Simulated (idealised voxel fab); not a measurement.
Process module in this document: voxel gate over fins
The figure presents cross-section cut, which has a width of 230 nm and is divided into square cells with an edge length of 5 nm.
Think of the cross-section as a grid of square cells. We describe it in bands, top to bottom, and each band covers one or more rows of those cells.
Band entry format. Leading values: height of top, height of bottom, nm. Remainder: materials in left-to-right order, each with its width in nm. Special words: "everywhere" on a single material, which then fills the band edge to edge; "blank", empty space.
Zero point of the height axis is 0; under it, received wafer = one material. Lowest band: continues down indefinitely, "top 0, no bottom".
Think of "30 to 40" as a width that walks from the first number to the second as you go down the band, top row to bottom row, taking equal-sized steps from row to row.
Reading "nothing got changed" for a step: not a cell of the cross-section changed in it.
"Closed void entries" contains a list of empty spaces, each no smaller than 8 cells and without an open way to the top, written in the form width x height at distance with the distance from the left edge and all three in nm.
Formally, on a step line, whatever follows the settings is a remark that the simulator itself makes on the step.
What "overlay nm" on a step's line means: if the step has a mask, that mask lay this far to the right of its planned place, or, when the value is negative, to the left.
THIS SECTION LISTS THE PROCESS STEPS THAT WERE PLANNED
| 1 | RECEIVE (material Si) |
| 2 | CONFORMAL_DEP (material SiN; thk nm 5) |
| 3 | MASKED_ETCH (tone cover; mask id FINS; width nm 15; pitch nm 45; etch materials SiN; depth nm 5; overlay nm 0) |
| 4 | MASKED_ETCH (tone cover; mask id FINS; width nm 15; pitch nm 45; etch materials Si; depth nm 40; overlay nm 0) |
| 5 | FILL_DEP (material SiO2; thk nm 5) |
| 6 | CMP (height nm 5) |
| 7 | SELECTIVE_ETCH (etch materials SiO2; depth nm 15) |
| 8 | STRIP (etch materials SiN) |
| 9 | CONFORMAL_DEP (material HfO2; thk nm 5) |
| 10 | CONFORMAL_DEP (material TiN; thk nm 5) |
| 11 | FILL_DEP (material W; thk nm 10) |
| 12 | CMP (height nm 15) |
| 13 | CONFORMAL_DEP (material SiCN; thk nm 5) |
WAFER CROSS-SECTION ON RECEIPT, I.E. AFTER STEP 1
    top 0, no bottom = Si everywhere
    Closed void entries: none
THE CROSS-SECTION SHOWN CORRESPONDS TO THE WAFER AT THE CONCLUSION OF THE MODULE. THE INITIAL STRUCTURE AND THE PROCESS PLAN ARE THOSE PRESENTED ABOVE; HOWEVER, ONE MISTAKE OCCURRED IN EXECUTING THE PLAN
    top 20, bottom 15 = SiCN everywhere
    top 15, bottom 5 = W everywhere
    top 5, bottom 0 = W: 80; TiN: 25; W: 20; TiN: 25; W: 80
    top 0, bottom -5 = W: 80; TiN: 5; Si: 15; TiN: 5; W: 20; TiN: 5; Si: 15; TiN: 5; W: 80
    top -5, bottom -10 = TiN: 85; Si: 15; TiN: 30; Si: 15; TiN: 85
    top -10, bottom -40 = SiO2: 85; Si: 15; SiO2: 30; Si: 15; SiO2: 85
    top -40, no bottom = Si everywhere
    Closed void entries: none
Diagnosis: the plan's step 9 was left out and never carried out
